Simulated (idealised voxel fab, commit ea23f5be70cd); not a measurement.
Process module name: voxel capacitor over wiring
Pictured: cross-section cut, 275 nm wide, on a grid of 5 nm square cells.
When this document writes out a cross-section, it uses a grid of square cells and lists it as bands, beginning at the top and moving down, with a band standing for one or more rows of cells.
Per band: top height and bottom height in nm, followed by the left-to-right materials and their widths in nm; "everywhere" marks a single material spanning edge to edge, "air" marks empty space.
Heights are expressed relative to 0, this being the level below which the as-received wafer comprises one material exclusively. The lowest band is unbounded in the downward direction and is denoted as in "0 -> down".
So if you see something like "30 to 40" for the width, read it as the top row of the band sitting at the first number and the bottom row at the second, with every row in between moving by the same amount as the last.
For the purposes of this document, the phrase "no modifications" attached to a step denotes that no cell within the cross-section was modified by that step.
Basically, "Sealed internal voids" tells you about the enclosed voids: empty spaces with no open way to the top, 8 cells or bigger, each written width x height at distance, where distance is from the left edge, all in nm.
That trailing text on a step's line, after the settings, is the simulator's own remark on the step.
What "overlay nm" on a step's line means: if the step has a mask, that mask lay this far to the right of its planned place, or, when the value is negative, to the left.

### Below is the list of planned process steps
- 1: op RECEIVE | material Si
- 2: op CONFORMAL_DEP | material SiO2 | thk nm 10
- 3: op DIRECTIONAL_DEP | material TiN | thk nm 5
- 4: op DIRECTIONAL_DEP | material W | thk nm 20
- 5: op PATTERN | tone cover | mask id METAL_1 | material resist | width nm 30 | pitch nm 80 | thk nm 20 | overlay nm 0
- 6: op DIRECTIONAL_ETCH | etch materials W | depth nm 20
- 7: op DIRECTIONAL_ETCH | etch materials TiN | depth nm 5
- 8: op STRIP | etch materials resist
- 9: op FILL_DEP | material lowk | thk nm 10
- 10: op CMP | height nm 35
- 11: op CONFORMAL_DEP | material SiCN | thk nm 5
- 12: op DIRECTIONAL_DEP | material SiO2 | thk nm 15
- 13: op MASKED_ETCH | tone open | mask id PLUG_1 | width nm 15 | etch materials SiO2 | depth nm 15 | overlay nm 0
- 14: op MASKED_ETCH | tone open | mask id PLUG_1 | width nm 15 | etch materials SiCN | depth nm 5 | overlay nm 0
- 15: op EPI | material Ru | thk nm 10
- 16: op EPI | material Ru | thk nm 10
- 17: op DIRECTIONAL_DEP | material TiN | thk nm 5
- 18: op DIRECTIONAL_DEP | material HfO2 | thk nm 5
- 19: op DIRECTIONAL_DEP | material TiN | thk nm 5
- 20: op DIRECTIONAL_DEP | material aC | thk nm 10
- 21: op PATTERN | tone cover | mask id UPPER_PLATE | material resist | width nm 55 | thk nm 25 | overlay nm 0
- 22: op DIRECTIONAL_ETCH | etch materials aC | depth nm 10
- 23: op STRIP | etch materials resist
- 24: op DIRECTIONAL_ETCH | etch materials TiN | depth nm 5
- 25: op DIRECTIONAL_ETCH | etch materials HfO2 | depth nm 5
- 26: op STRIP | etch materials aC
- 27: op MASKED_ETCH | tone cover | mask id LOWER_PLATE | width nm 65 | etch materials TiN | depth nm 5 | overlay nm 0
- 28: op FILL_DEP | material SiO2 | thk nm 15
- 29: op CMP | height nm 80
- 30: op MASKED_ETCH | tone open | mask id PLUG_2 | width nm 15 | etch materials SiO2 | depth nm 10 | overlay nm 0
- 31: op CONFORMAL_DEP | material TiN | thk nm 5
- 32: op FILL_DEP | material Ru | thk nm 10
- 33: op CMP | height nm 80
- 34: op CONFORMAL_DEP | material SiN | thk nm 5

### Step 1 complete: cross-section of the wafer as received
0 -> down: Si everywhere
Sealed internal voids: none

### Cross-sectional result after module completion. Note: starting condition and plan are unchanged from above; one processing mistake was made
85 -> 80: TiN everywhere
80 -> 75: SiO2: 105, TiN: 5, Ru: 5, TiN: 5, SiO2: 155
75 -> 65: SiO2: 105 to 95, TiN: 15 to 55, SiO2: 155 to 125
65 -> 60: SiO2: 95, HfO2: 55, SiO2: 125
60 -> 55: SiO2: 90, TiN: 65, SiO2: 120
55 -> 40: SiO2: 95, Ru: 15, SiO2: 165
40 -> 35: SiCN: 95, Ru: 15, SiCN: 165
35 -> 15: lowk: 80, W: 30, lowk: 50, W: 30, lowk: 85
15 -> 10: lowk: 80, TiN: 30, lowk: 50, TiN: 30, lowk: 85
10 -> 0: SiO2 everywhere
0 -> down: Si everywhere
Sealed internal voids: none
Deviation noted in wafer processing: not per plan at step 34, really ran op CONFORMAL_DEP | material TiN | thk nm 5
